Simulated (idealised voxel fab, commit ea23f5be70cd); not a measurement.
The document below concerns the process module designated voxel transistor to metal.
The cross-section on display is named cut; it measures 275 nm wide, and its cells are 5 nm squares.
A cross-section in this document is a grid of square cells, and it is written down as bands, the top band listed before the ones below it; a band is made up of one or more rows of cells. Band: top height; bottom height; in nm. Then, left to right: material with width in nm, for each material. "edge to edge": a single material spanning edge to edge. "air": empty space. We count height from 0. Below that, the starting wafer is all one material. The lowest band never ends at the bottom but goes on down; see "0..down" for how that is written. Width spec "30 to 40" -> top row of cells at first value, bottom row at second value, equal per-row change in between. Reading "everything unchanged" for a step: not a cell of the cross-section changed in it. "Closed cavity list" means: voids of 8 cells or more that are shut off from the top with no open way through. Written width x height at distance, distance from the left edge, in nm. That trailing text on a step's line, after the settings, is the simulator's own remark on the step. The "overlay nm" setting may appear on a step's line; for a step that uses a mask, it gives how far to the right of its planned position the mask lay, and a negative value indicates the left.
BELOW IS THE LIST OF PLANNED PROCESS STEPS
1: RECEIVE with material Si
2: OXIDIZE with depth nm 5
3: CONFORMAL_DEP with material SiN, thk nm 15
4: DIRECTIONAL_DEP with material aC, thk nm 15
5: PATTERN with tone cover, mask id ACTIVE, material resist, width nm 105, pitch nm 130, thk nm 30, overlay nm 0
6: DIRECTIONAL_ETCH with etch materials aC, depth nm 15
7: STRIP with etch materials resist
8: DIRECTIONAL_ETCH with etch materials SiN, depth nm 15
9: DIRECTIONAL_ETCH with etch materials SiO2, depth nm 5
10: DIRECTIONAL_ETCH with etch materials Si, depth nm 25
11: STRIP with etch materials aC
12: FILL_DEP with material SiO2, thk nm 10
13: CMP with height nm 15
14: SELECTIVE_ETCH with etch materials SiO2, depth nm 5
15: STRIP with etch materials SiN
16: SELECTIVE_ETCH with etch materials SiO2, depth nm 5
17: OXIDIZE with depth nm 5
18: DIRECTIONAL_DEP with material polySi, thk nm 30
19: DIRECTIONAL_DEP with material SiCN, thk nm 15
20: DIRECTIONAL_DEP with material aC, thk nm 10
21: PATTERN with tone cover, mask id GATE, material resist, width nm 25, pitch nm 130, thk nm 30, overlay nm 0
22: DIRECTIONAL_ETCH with etch materials aC, depth nm 10
23: STRIP with etch materials resist
24: DIRECTIONAL_ETCH with etch materials SiCN, depth nm 25
25: DIRECTIONAL_ETCH with etch materials polySi, depth nm 40
26: STRIP with etch materials aC
27: CONFORMAL_DEP with material SiN, thk nm 5
28: DIRECTIONAL_ETCH with etch materials SiN, depth nm 5
29: DIRECTIONAL_ETCH with etch materials SiO2, depth nm 5
30: DIRECTIONAL_ETCH with etch materials Si, depth nm 15
31: EPI with material pSi, thk nm 20
32: FILL_DEP with material SiO2, thk nm 5
33: CMP with height nm 40
34: DIRECTIONAL_DEP with material SiO2, thk nm 15
35: PATTERN with tone open, mask id CONTACT, material resist, width nm 30, pitch nm 65, thk nm 15, overlay nm 0
36: DIRECTIONAL_ETCH with etch materials SiO2, depth nm 60
37: STRIP with etch materials resist
38: CONFORMAL_DEP with material TiN, thk nm 5
39: FILL_DEP with material W, thk nm 5
40: CMP with height nm 55
41: DIRECTIONAL_DEP with material TiN, thk nm 5
42: DIRECTIONAL_DEP with material W, thk nm 25
43: MASKED_ETCH with tone cover, mask id METAL_1, width nm 15, etch materials W, depth nm 25, overlay nm 0
44: MASKED_ETCH with tone cover, mask id METAL_1, width nm 15, etch materials TiN, depth nm 5, overlay nm 0
45: CONFORMAL_DEP with material SiCN, thk nm 5
46: FILL_DEP with material SiO2, thk nm 5
47: CMP with height nm 85
48: CONFORMAL_DEP with material SiN, thk nm 5
CROSS-SECTION OF THE WAFER UPON ARRIVAL, REPRESENTING THE STATE REACHED AFTER STEP 1
  0..down  Si edge to edge
  Closed cavity list: none
CROSS-SECTIONAL RESULT AFTER MODULE COMPLETION. NOTE: STARTING CONDITION AND PLAN ARE UNCHANGED FROM ABOVE; ONE PROCESSING MISTAKE WAS MADE
  90..85  SiN edge to edge
  85..60  SiO2 (20) | SiCN (5) | W (15) | SiCN (5) | SiO2 (55) | SiCN (5) | W (15) | SiCN (5) | SiO2 (25) | SiCN (5) | W (15) | SiCN (5) | SiO2 (55) | SiCN (5) | W (15) | SiCN (5) | SiO2 (20)
  60..55  SiCN (25) | TiN (15) | SiCN (65) | TiN (15) | SiCN (35) | TiN (15) | SiCN (65) | TiN (15) | SiCN (25)
  55..40  SiO2 (25) | TiN (5) | W (20) | TiN (5) | SiO2 (35) | TiN (5) | W (20) | TiN (5) | SiO2 (35) | TiN (5) | W (20) | TiN (5) | SiO2 (35) | TiN (5) | W (20) | TiN (5) | SiO2 (25)
  40..25  SiO2 (25) | TiN (5) | W (20) | TiN (5) | SiN (5) | SiCN (25) | SiN (5) | TiN (5) | W (20) | TiN (5) | SiO2 (35) | TiN (5) | W (20) | TiN (5) | SiN (5) | SiCN (25) | SiN (5) | TiN (5) | W (20) | TiN (5) | SiO2 (25)
  25..15  SiO2 (25) | TiN (5) | W (20) | TiN (5) | SiN (5) | polySi (25) | SiN (5) | TiN (5) | W (20) | TiN (5) | SiO2 (35) | TiN (5) | W (20) | TiN (5) | SiN (5) | polySi (25) | SiN (5) | TiN (5) | W (20) | TiN (5) | SiO2 (25)
  15..10  SiO2 (25) | TiN (30) | SiN (5) | polySi (25) | SiN (5) | TiN (30) | SiO2 (35) | TiN (30) | SiN (5) | polySi (25) | SiN (5) | TiN (30) | SiO2 (25)
  10..5  SiO2 (25) | TiN (10) | pSi (20) | SiN (5) | polySi (25) | SiN (5) | pSi (20) | TiN (10) | SiO2 (35) | TiN (10) | pSi (20) | SiN (5) | polySi (25) | SiN (5) | pSi (20) | TiN (10) | SiO2 (25)
  5..-5  SiO2 (15) | SiN (5) | SiO2 (5) | TiN (10) | pSi (20) | SiN (5) | polySi (25) | SiN (5) | pSi (20) | TiN (10) | SiO2 (5) | SiN (5) | SiO2 (15) | SiN (5) | SiO2 (5) | TiN (10) | pSi (20) | SiN (5) | polySi (25) | SiN (5) | pSi (20) | TiN (10) | SiO2 (5) | SiN (5) | SiO2 (15)
  -5..-10  SiO2 (35) | pSi (20) | SiO2 (35) | pSi (20) | SiO2 (55) | pSi (20) | SiO2 (35) | pSi (20) | SiO2 (35)
  -10..-30  SiO2 (20) | pSi (35) | Si (35) | pSi (35) | SiO2 (25) | pSi (35) | Si (35) | pSi (35) | SiO2 (20)
  -30..-40  Si (20) | pSi (35) | Si (35) | pSi (35) | Si (25) | pSi (35) | Si (35) | pSi (35) | Si (20)
  -40..down  Si edge to edge
  Closed cavity list: none
What broke from the plan during processing? step 30, plan: ran twice
